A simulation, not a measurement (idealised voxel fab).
Process module under the name voxel released beams
Shown is cross-section cut, with a width of 205 nm and square cells of size 5 nm.
In this document a cross-section is written as a grid of square cells. It is given as a series of bands, listed from the top down, and a band is one or more rows of cells.
Each band's line starts with the height of the band's top and of its bottom, in nm. Then come its materials from left to right, each with its width in nm. One material with "full width" fills the band from edge to edge. "empty" is empty space.
Note: height 0 marks the level under which the wafer is uniformly one material as received. Lowest band unbounded below, written "0 down".
So if you see something like "30..40" for the width, read it as the top row of the band sitting at the first number and the bottom row at the second, with every row in between moving by the same amount as the last.
Where the words "nothing got changed" appear for a step, the cross-section shows no cell changed by that step; every cell remained as before.
Voids not open to the top, 8 cells minimum: see "Closed void list". Written width x height at distance; distance is from the left edge; nm.
after a step's settings: what the simulator itself notes on the step
The setting "overlay nm" may be written on the line of a step. When the step uses a mask, the value reports how far to the right of the planned place the mask lay, and a negative value reports that it lay to the left.
# Set out below are the planned steps of the process
1 RECEIVE (material Si)
2 CONFORMAL_DEP (material SiN; thk nm 10)
3 DIRECTIONAL_DEP (material SiO2; thk nm 15)
4 MASKED_ETCH (tone open; mask id ANCHOR; width nm 45; etch materials SiO2; depth nm 15; overlay nm 0)
5 CONFORMAL_DEP (material TiN; thk nm 15)
6 MASKED_ETCH (tone cover; mask id BEAM; width nm 95; etch materials TiN; depth nm 15; overlay nm 0)
7 STRIP (etch materials SiO2)
# Cross-section, incoming material, after step 1
  0 down = Si full width
  Closed void list: none
# Figure: cross-sectional view of the wafer upon completion of the module, processed from the initial state and according to the plan depicted above, with one error introduced during execution
  25 to 10 = 50 empty | 95 TiN | 60 empty
  10 to 0 = SiN full width
  0 down = Si full width
  Closed void list: none
What was done differently from what was planned? step 3 of the plan was excluded from execution and never run
